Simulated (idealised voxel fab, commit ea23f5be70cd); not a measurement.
The process module presented herein is designated voxel spacer lines.
Xsec cut, 195 nm wide, square cell size 5 nm.
Cross-section layout: square cells on a grid; listed as bands, top to bottom; a band spans one or more cell rows.
Band: top height; bottom height; in nm. Then, left to right: material with width in nm, for each material. "full width": a single material spanning edge to edge. "air": empty space.
Ref level 0: as-received wafer is one material below here. Bottom band extends down with no lower bound ("from 0 down").
Width: "30..40" (first number = top row, second number = bottom row, same change from row to row of cells).
The cross-section has no changed cell in any step marked "nothing got changed".
Entrapped void list: empty space of 8 cells or more with no open way to the top, each as width x height at its distance from the left edge, in nm
If you see something after the settings on a step's line, that's the simulator's own remark about that step.
overlay nm: step with mask; distance mask lay right of planned place; negative value = left of planned place.

[The planned process steps are enumerated hereunder]
- 1: RECEIVE: material Si
- 2: CONFORMAL_DEP: material SiO2, thk nm 10
- 3: DIRECTIONAL_DEP: material TiN, thk nm 15
- 4: DIRECTIONAL_DEP: material aC, thk nm 30
- 5: PATTERN: tone cover, mask id MANDREL, material resist, width nm 20, pitch nm 70, thk nm 35, overlay nm 0
- 6: DIRECTIONAL_ETCH: etch materials aC, depth nm 30
- 7: STRIP: etch materials resist
- 8: CONFORMAL_DEP: material SiN, thk nm 15
- 9: DIRECTIONAL_ETCH: etch materials SiN, depth nm 15
- 10: STRIP: etch materials aC
- 11: DIRECTIONAL_ETCH: etch materials TiN, depth nm 15
- 12: STRIP: etch materials SiN

[Cross-section of the wafer as it came to us, i.e., already through step 1]
> from 0 down | Si full width
> Entrapped void list: none

[Look at the cross-section after the module: the wafer started out the way shown above and the plan was the one shown above, yet one mistake was made along the way]
> from 15 to 0 | TiN (15), air (20), TiN (15), air (20), TiN (15), air (20), TiN (15), air (20), TiN (15), air (20), TiN (15), air (5)
> from 0 down | Si full width
> Entrapped void list: none
The plan and the run diverged here: step 2 of the plan never got run, it was skipped over
